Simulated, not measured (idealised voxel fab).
The document below concerns the process module designated voxel spacer lines.
The width of the displayed cross-section, cut, is 225 nm; its cells are square, with a size of 5 nm.
Reading order for cross-sections: top band down to bottom band. Underlying form: a grid of square cells. Band size: one or more rows of cells. Heights first: top, then bottom, in nm. Then materials, left to right, each with a width in nm. "throughout" on a single material: fills the band edge to edge. "blank": empty space. Where do heights start? At 0: under that level the wafer as delivered is made of one material only. And the lowest band has no floor; it just carries on downward, as in "0 nm and below". A width such as "30->40" changes by the same amount from each row of cells to the next, from the band's top row to its bottom row. Key: "nothing altered" - step with no changed cell in the cross-section. "Closed void list" lists enclosed empty spaces (at least 8 cells, no open path upward to the top), each as width x height at distance from the left edge, in nm. On each step's line, the part that comes after the settings is the simulator's own comment on the step. Each step line may optionally specify "overlay nm", which for a step with a mask gives the rightward distance between the mask's planned place and where it lay, a negative value indicating the leftward direction.
# This section lists the process steps that were planned
- 1: op RECEIVE | material Si
- 2: op CONFORMAL_DEP | material Al2O3 | thk nm 10
- 3: op DIRECTIONAL_DEP | material TiN | thk nm 10
- 4: op DIRECTIONAL_DEP | material polySi | thk nm 30
- 5: op PATTERN | tone cover | mask id MANDREL | material resist | width nm 25 | pitch nm 70 | thk nm 40 | overlay nm -15
- 6: op DIRECTIONAL_ETCH | etch materials polySi | depth nm 30
- 7: op STRIP | etch materials resist
- 8: op CONFORMAL_DEP | material SiO2 | thk nm 10
- 9: op DIRECTIONAL_ETCH | etch materials SiO2 | depth nm 10
- 10: op STRIP | etch materials polySi
- 11: op DIRECTIONAL_ETCH | etch materials TiN | depth nm 10
- 12: op STRIP | etch materials SiO2
For this document, wafers share an identical start and vary in the step 5 overlay nm; the plan quotes the first wafer's value.
# The first of several wafers as received, shown in cross-section; this is its state after step 1
0 nm and below | Si throughout
Closed void list: none
# Every row in this table is a wafer at the end of the module, and it gives, for each of the materials, the cells that wafer has gained (+) or lost (-) since it was received, then its closed voids
overlay nm -15; +90 Al2O3; +24 TiN; Closed void list: none
overlay nm -10; +90 Al2O3; +24 TiN; Closed void list: none
overlay nm -5; +90 Al2O3; +24 TiN; Closed void list: none
overlay nm 0; +90 Al2O3; +24 TiN; Closed void list: none
overlay nm 5; +90 Al2O3; +24 TiN; Closed void list: none
overlay nm 10; +90 Al2O3; +24 TiN; Closed void list: none
overlay nm 15; +90 Al2O3; +24 TiN; Closed void list: none
